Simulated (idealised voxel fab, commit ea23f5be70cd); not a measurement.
voxel gate over fins: a process module
Pictured: cross-section cut, 270 nm wide, on a grid of 5 nm square cells.
A cross-section is written here as square cells arranged in a grid, and it is given in bands from the top down, each band taking up one or more rows of cells.
Read a band's entry like this: the first values are the height of its top and the height of its bottom in nm, and what follows is the sequence of materials from left to right, each with its width in nm. Note that "blank" is empty space, and that a single material marked "edge to edge" reaches across the band from edge to edge.
Heads up on the height convention: 0 is the point under which the incoming wafer is all one material, and the lowest band has no bottom, it just keeps going down, like "0 nm and below".
When a width is written as two numbers, as in "30 to 40", the first number is the width in the top row of cells of the band and the second is the width in its bottom row, and the width changes by the same amount from each row to the next.
"nothing changed", as given for a step, is the statement that not any cell of the cross-section underwent a change during that step.
"Enclosed void catalog": empty spaces of 8 cells or more with no open way to the top, each given as width x height at distance, distance from the left edge, all in nm.
Post-settings text on a step line: simulator's own remark regarding the step.
On any step carrying a mask, the "overlay nm" setting, if present on the step's line, tells how far right of its planned place the mask lay; negative values point to the left.

### List of planned process steps
1: RECEIVE (material Si)
2: CONFORMAL_DEP (material SiN; thk nm 10)
3: MASKED_ETCH (tone cover; mask id FINS; width nm 15; pitch nm 45; etch materials SiN; depth nm 10; overlay nm 0)
4: MASKED_ETCH (tone cover; mask id FINS; width nm 15; pitch nm 45; etch materials Si; depth nm 35; overlay nm -15)
5: FILL_DEP (material SiO2; thk nm 15)
6: CMP (height nm 10)
7: SELECTIVE_ETCH (etch materials SiO2; depth nm 20)
8: STRIP (etch materials SiN)
9: CONFORMAL_DEP (material HfO2; thk nm 5)
10: CONFORMAL_DEP (material TiN; thk nm 5)
11: FILL_DEP (material W; thk nm 10)
12: CMP (height nm 15)
13: CONFORMAL_DEP (material SiCN; thk nm 5)
The overlay nm used in step 4 is not the same on every wafer, whereas the starting condition is; the value printed in the plan is the first wafer's.

### Received condition of the first of several wafers, sectioned: post-step 1
    0 nm and below: Si edge to edge
    Enclosed void catalog: none

### Rows = wafers. At module end, each row lists per material the cells gained (+) or lost (-) since the wafer was received, then the closed voids
overlay nm -15 | +70 HfO2 | -210 Si | +54 SiCN | +150 SiO2 | +64 TiN | +88 W | Enclosed void catalog: none
overlay nm -10 | +70 HfO2 | -238 Si | +54 SiCN | +170 SiO2 | +70 TiN | +90 W | Enclosed void catalog: none
overlay nm -5 | +70 HfO2 | -266 Si | +54 SiCN | +190 SiO2 | +70 TiN | +98 W | Enclosed void catalog: none
overlay nm 0 | +70 HfO2 | -294 Si | +54 SiCN | +210 SiO2 | +70 TiN | +106 W | Enclosed void catalog: none
overlay nm 5 | +70 HfO2 | -266 Si | +54 SiCN | +190 SiO2 | +70 TiN | +98 W | Enclosed void catalog: none
overlay nm 10 | +70 HfO2 | -238 Si | +54 SiCN | +170 SiO2 | +70 TiN | +90 W | Enclosed void catalog: none
overlay nm 15 | +70 HfO2 | -210 Si | +54 SiCN | +150 SiO2 | +64 TiN | +88 W | Enclosed void catalog: none
